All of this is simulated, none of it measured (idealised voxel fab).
Process module in this document: voxel wiring stack
In the cross-section labelled cut, the width is 255 nm and each square cell is 5 nm.
How to read a cross-section here: the picture is a grid of square cells, written as bands going from the top down, and any band can span one or more rows of cells. Band: top height; bottom height; in nm. Then, left to right: material with width in nm, for each material. "edge to edge": a single material spanning edge to edge. "air": empty space. It should be noted that heights are counted from 0, beneath which the wafer as supplied is of one material throughout, and that the lowest band possesses no lower boundary but continues downward, as written in "0 nm and below". So if you see something like "30->40" for the width, read it as the top row of the band sitting at the first number and the bottom row at the second, with every row in between moving by the same amount as the last. Reading "everything unchanged" for a step: not a cell of the cross-section changed in it. Entry "Unvented cavities". Content: empty spaces with no open connection to the top, size 8 cells or greater. Each: width x height at distance. Distance: from left edge. Unit: nm. Where a step's line continues beyond its settings, the continuation is a remark by the simulator itself on that step. overlay nm: how far to the right of its planned place the mask lay on this masked step (negative: to the left).

-- Intended process steps
1. RECEIVE | material Si
2. CONFORMAL_DEP | material SiO2 | thk nm 15
3. DIRECTIONAL_DEP | material TiN | thk nm 5
4. DIRECTIONAL_DEP | material Ru | thk nm 25
5. MASKED_ETCH | tone cover | mask id METAL_1 | width nm 25 | pitch nm 40 | etch materials Ru | depth nm 25 | overlay nm 0
6. MASKED_ETCH | tone cover | mask id METAL_1 | width nm 25 | pitch nm 40 | etch materials TiN | depth nm 5 | overlay nm 0
7. FILL_DEP | material SiO2 | thk nm 10
8. CMP | height nm 45
9. CONFORMAL_DEP | material SiCN | thk nm 5
10. DIRECTIONAL_DEP | material lowk | thk nm 15
11. PATTERN | tone open | mask id PLUG_1 | material resist | width nm 15 | pitch nm 40 | thk nm 15 | overlay nm 0
12. DIRECTIONAL_ETCH | etch materials lowk | depth nm 15
13. DIRECTIONAL_ETCH | etch materials SiCN | depth nm 5
14. STRIP | etch materials resist
15. EPI | material Ru | thk nm 10
16. EPI | material Ru | thk nm 10
17. DIRECTIONAL_DEP | material TiN | thk nm 5
18. DIRECTIONAL_DEP | material Ru | thk nm 20
19. PATTERN | tone cover | mask id METAL_2 | material resist | width nm 25 | pitch nm 40 | thk nm 20 | overlay nm 0
20. DIRECTIONAL_ETCH | etch materials Ru | depth nm 20
21. DIRECTIONAL_ETCH | etch materials TiN | depth nm 5
22. STRIP | etch materials resist
23. FILL_DEP | material lowk | thk nm 10
24. CMP | height nm 90
25. CONFORMAL_DEP | material SiN | thk nm 5

-- Cross-section of the incoming wafer, state after step 1
	0 nm and below  Si edge to edge
	Unvented cavities: none

-- Look at the cross-section after the module: the wafer started out the way shown above and the plan was the one shown above, yet one mistake was made along the way
	95 nm to 90 nm  SiN edge to edge
	90 nm to 80 nm  lowk=95; Ru=25; lowk=15; Ru=25; lowk=95
	80 nm to 70 nm  Ru edge to edge
	70 nm to 65 nm  TiN=95; Ru=15; TiN=25; Ru=15; TiN=105
	65 nm to 60 nm  lowk=95; Ru=15; lowk=25; Ru=15; lowk=105
	60 nm to 55 nm  lowk=95; TiN=15; lowk=25; TiN=15; lowk=105
	55 nm to 50 nm  lowk=95; Ru=15; lowk=25; Ru=15; lowk=105
	50 nm to 45 nm  SiCN=95; Ru=15; SiCN=25; Ru=15; SiCN=105
	45 nm to 20 nm  SiO2=95; Ru=25; SiO2=15; Ru=25; SiO2=95
	20 nm to 15 nm  SiO2=95; TiN=25; SiO2=15; TiN=25; SiO2=95
	15 nm to 0 nm  SiO2 edge to edge
	0 nm and below  Si edge to edge
	Unvented cavities: none
It is concluded that the wafer was processed incorrectly with respect to the plan, in that steps 16 and 17 were swapped
